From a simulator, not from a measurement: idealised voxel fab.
Proc. module: voxel released beams
Each square cell in cross-section cut measures 5 nm, and the section as a whole is 275 nm wide.
In this document a cross-section is written as a grid of square cells. It is given as a series of bands, listed from the top down, and a band is one or more rows of cells.
Basically the band line says how high the top is and how high the bottom is, in nm, and then what's in it from left to right, every material with its width in nm. Empty space shows up as "blank", and if a single material carries "all across" it runs the full band edge to edge.
Heads up on the height convention: 0 is the point under which the incoming wafer is all one material, and the lowest band has no bottom, it just keeps going down, like "z 0 and below".
Per-row width for "30 to 40": begins at first number (top row of band), ends at second number (bottom row), increment between rows held constant.
Basically "everything unchanged" means that step didn't change any cell in the cross-section.
Empty spaces without an open route to the top, at least 8 cells in extent, make up the entry "Closed cavities"; each is given as width x height at distance, where the distance is measured from the left edge, and all are in nm.
The remark found on a step's line after its settings is issued by the simulator itself and pertains to that step.
The setting "overlay nm" may be written on the line of a step. When the step uses a mask, the value reports how far to the right of the planned place the mask lay, and a negative value reports that it lay to the left.
# Intended process steps
1 RECEIVE | material Si
2 CONFORMAL_DEP | material Al2O3 | thk nm 10
3 DIRECTIONAL_DEP | material SiO2 | thk nm 15
4 MASKED_ETCH | tone open | mask id ANCHOR | width nm 25 | etch materials SiO2 | depth nm 15 | overlay nm 0
5 CONFORMAL_DEP | material SiN | thk nm 10
6 MASKED_ETCH | tone cover | mask id BEAM | width nm 105 | etch materials SiN | depth nm 10 | overlay nm 0
7 STRIP | etch materials SiO2
# Wafer at receipt (post step 1), cross-section
> z 0 and below | Si all across
> Closed cavities: none
# Cross-sectional image of the first of two wafers at the end of the module, the run having proceeded as planned
> z 35 to 25 | blank=80 / SiN=15 / blank=5 / SiN=85 / blank=90
> z 25 to 20 | blank=85 / SiN=10 / blank=5 / SiN=10 / blank=165
> z 20 to 10 | blank=85 / SiN=25 / blank=165
> z 10 to 0 | Al2O3 all across
> z 0 and below | Si all across
> Closed cavities: none
# Cross-sectional view of the second of two wafers upon completion of the module. This wafer shared its starting condition and process plan with the first; one error was made during its execution
> z 35 to 25 | Al2O3=95 / blank=5 / Al2O3=175
> z 25 to 20 | SiO2=85 / Al2O3=10 / blank=5 / Al2O3=10 / SiO2=165
> z 20 to 10 | SiO2=85 / Al2O3=25 / SiO2=165
> z 10 to 0 | Al2O3 all across
> z 0 and below | Si all across
> Closed cavities: none
Want to know what went wrong? step 5 was not run as planned; what actually ran was CONFORMAL_DEP | material Al2O3 | thk nm 10
Count the cells at the end and the second wafer has more or fewer of some materials than the first: 122 more of Al2O3; 54 fewer of SiN; 150 more of SiO2
